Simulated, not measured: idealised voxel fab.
Proc. module: voxel transistor to metal
We display cut, a cross-section 155 nm in width whose square cells are each 5 nm.
Heads up, the way a cross-section reads in here is a grid of square cells, handed over as bands from the top down, with every band being one or more rows of cells.
The band entry comprises the height of the band's top followed by the height of its bottom, expressed in nm, and subsequently the band's materials from left to right, each stated together with its width in nm. Where a single material is marked with the word "full width", that material fills the band from edge to edge. The word "air" represents empty space.
Heights are expressed relative to 0, this being the level below which the as-received wafer comprises one material exclusively. The lowest band is unbounded in the downward direction and is denoted as in "0 nm and below".
Top row gets the first number, bottom row gets the second, and each row in between changes by the same step: that is how a band width like "30..40" works.
What does "no alteration" mean for a step? It means no cell of the cross-section changed in that step.
The entry "Voids, enclosed" lists the empty spaces that cover at least 8 cells and have no open path to the top. Each is written as width x height at distance, where the distance is measured from the left edge and all three values are in nm.
If you see something after the settings on a step's line, that's the simulator's own remark about that step.
Each step line may optionally specify "overlay nm", which for a step with a mask gives the rightward distance between the mask's planned place and where it lay, a negative value indicating the leftward direction.
THESE ARE THE STEPS WE PLANNED FOR THE PROCESS
1) RECEIVE | material Si
2) CONFORMAL_DEP | material SiO2 | thk nm 5
3) CONFORMAL_DEP | material SiN | thk nm 15
4) MASKED_ETCH | tone cover | mask id ACTIVE | width nm 120 | etch materials SiN | depth nm 15 | overlay nm 0
5) MASKED_ETCH | tone cover | mask id ACTIVE | width nm 120 | etch materials SiO2 | depth nm 5 | overlay nm 0
6) MASKED_ETCH | tone cover | mask id ACTIVE | width nm 120 | etch materials Si | depth nm 20 | overlay nm 0
7) FILL_DEP | material SiO2 | thk nm 5
8) CMP | height nm 20
9) SELECTIVE_ETCH | etch materials SiO2 | depth nm 10
10) STRIP | etch materials SiN
11) SELECTIVE_ETCH | etch materials SiO2 | depth nm 5
12) OXIDIZE | depth nm 5
13) DIRECTIONAL_DEP | material polySi | thk nm 20
14) DIRECTIONAL_DEP | material SiCN | thk nm 15
15) PATTERN | tone cover | mask id GATE | material resist | width nm 30 | thk nm 15 | overlay nm 0
16) DIRECTIONAL_ETCH | etch materials SiCN | depth nm 25
17) DIRECTIONAL_ETCH | etch materials polySi | depth nm 30
18) STRIP | etch materials resist
19) CONFORMAL_DEP | material SiN | thk nm 5
20) DIRECTIONAL_ETCH | etch materials SiN | depth nm 5
21) DIRECTIONAL_ETCH | etch materials SiO2 | depth nm 5
22) DIRECTIONAL_ETCH | etch materials Si | depth nm 15
23) EPI | material SiGe | thk nm 15
24) FILL_DEP | material SiO2 | thk nm 10
25) CMP | height nm 20
26) STRIP | etch materials polySi
27) SELECTIVE_ETCH | etch materials SiO2 | depth nm 5
28) CONFORMAL_DEP | material HfO2 | thk nm 5
29) CONFORMAL_DEP | material TiN | thk nm 5
30) FILL_DEP | material W | thk nm 10
31) CMP | height nm 15
32) DIRECTIONAL_DEP | material SiO2 | thk nm 15
33) PATTERN | tone open | mask id CONTACT | material resist | width nm 20 | pitch nm 80 | thk nm 20 | overlay nm 0
34) DIRECTIONAL_ETCH | etch materials SiO2 | depth nm 35
35) STRIP | etch materials resist
36) CONFORMAL_DEP | material TiN | thk nm 5
37) FILL_DEP | material W | thk nm 5
38) CMP | height nm 30
39) DIRECTIONAL_DEP | material TiN | thk nm 5
40) DIRECTIONAL_DEP | material Ru | thk nm 25
41) MASKED_ETCH | tone cover | mask id METAL_1 | width nm 20 | pitch nm 80 | etch materials Ru | depth nm 25 | overlay nm 0
42) MASKED_ETCH | tone cover | mask id METAL_1 | width nm 20 | pitch nm 80 | etch materials TiN | depth nm 5 | overlay nm 0
43) FILL_DEP | material lowk | thk nm 10
44) CMP | height nm 60
45) CONFORMAL_DEP | material SiCN | thk nm 5
46) DIRECTIONAL_DEP | material SiO2 | thk nm 35
47) MASKED_ETCH | tone open | mask id METAL_2 | width nm 20 | pitch nm 80 | etch materials SiO2 | depth nm 20 | overlay nm 0
48) DIRECTIONAL_DEP | material aC | thk nm 10
49) PATTERN | tone open | mask id METAL_2_HOLES | material resist | width nm 15 | pitch nm 80 | thk nm 30 | overlay nm 0
50) DIRECTIONAL_ETCH | etch materials aC | depth nm 10
51) STRIP | etch materials resist
52) DIRECTIONAL_ETCH | etch materials SiO2 | depth nm 15
53) DIRECTIONAL_ETCH | etch materials SiCN | depth nm 5
54) STRIP | etch materials aC
55) CONFORMAL_DEP | material TiN | thk nm 5
56) FILL_DEP | material Cu | thk nm 10
57) CMP | height nm 100
58) CONFORMAL_DEP | material SiCN | thk nm 5
THE CROSS-SECTION HERE SHOWS THE WAFER AS RECEIVED, I.E. IN ITS STATE AFTER STEP 1
> 0 nm and below = Si full width
> Voids, enclosed: none
CROSS-SECTION AT MODULE END, ONE RUN ERROR; START AND PLAN UNCHANGED FROM ABOVE
> 105 nm to 100 nm = SiCN full width
> 100 nm to 85 nm = 25 nm SiO2, then 5 nm TiN, then 10 nm Cu, then 5 nm TiN, then 60 nm SiO2, then 5 nm TiN, then 10 nm Cu, then 5 nm TiN, then 30 nm SiO2
> 85 nm to 80 nm = 25 nm SiO2, then 5 nm TiN, then 5 nm Cu, then 10 nm TiN, then 60 nm SiO2, then 5 nm TiN, then 5 nm Cu, then 10 nm TiN, then 30 nm SiO2
> 80 nm to 65 nm = 25 nm SiO2, then 5 nm TiN, then 5 nm Cu, then 5 nm TiN, then 65 nm SiO2, then 5 nm TiN, then 5 nm Cu, then 5 nm TiN, then 35 nm SiO2
> 65 nm to 60 nm = 25 nm SiCN, then 15 nm TiN, then 65 nm SiCN, then 15 nm TiN, then 35 nm SiCN
> 60 nm to 35 nm = 25 nm lowk, then 20 nm Ru, then 60 nm lowk, then 20 nm Ru, then 30 nm lowk
> 35 nm to 30 nm = 25 nm lowk, then 20 nm TiN, then 60 nm lowk, then 20 nm TiN, then 30 nm lowk
> 30 nm to 15 nm = 25 nm SiO2, then 5 nm TiN, then 10 nm W, then 5 nm TiN, then 60 nm SiO2, then 5 nm TiN, then 10 nm W, then 5 nm TiN, then 30 nm SiO2
> 15 nm to 10 nm = 25 nm SiO2, then 5 nm TiN, then 5 nm W, then 10 nm TiN, then 10 nm SiO2, then 5 nm SiN, then 5 nm HfO2, then 5 nm TiN, then 10 nm W, then 5 nm TiN, then 5 nm HfO2, then 5 nm SiN, then 10 nm SiO2, then 10 nm TiN, then 5 nm W, then 5 nm TiN, then 30 nm SiO2
> 10 nm to 5 nm = 25 nm SiO2, then 5 nm TiN, then 5 nm W, then 5 nm TiN, then 15 nm SiGe, then 5 nm SiN, then 5 nm HfO2, then 5 nm TiN, then 10 nm W, then 5 nm TiN, then 5 nm HfO2, then 5 nm SiN, then 15 nm SiGe, then 5 nm TiN, then 5 nm W, then 5 nm TiN, then 30 nm SiO2
> 5 nm to 0 nm = 10 nm SiO2, then 5 nm SiN, then 10 nm SiO2, then 5 nm TiN, then 5 nm W, then 5 nm TiN, then 15 nm SiGe, then 5 nm SiN, then 5 nm HfO2, then 20 nm TiN, then 5 nm HfO2, then 5 nm SiN, then 15 nm SiGe, then 5 nm TiN, then 5 nm W, then 5 nm TiN, then 10 nm SiO2, then 5 nm SiN, then 15 nm SiO2
> 0 nm to -5 nm = 25 nm SiO2, then 15 nm TiN, then 15 nm SiGe, then 40 nm HfO2, then 15 nm SiGe, then 15 nm TiN, then 30 nm SiO2
> -5 nm to -20 nm = 15 nm SiO2, then 40 nm SiGe, then 40 nm Si, then 40 nm SiGe, then 20 nm SiO2
> -20 nm to -25 nm = 15 nm SiO2, then 120 nm Si, then 20 nm SiO2
> -25 nm and below = Si full width
> Voids, enclosed: none
Heads up, the wafer didn't run the way we planned it: step 6 did not use the planned setting and instead ran as MASKED_ETCH | tone cover | mask id ACTIVE | width nm 120 | etch materials Si | depth nm 25 | overlay nm 0
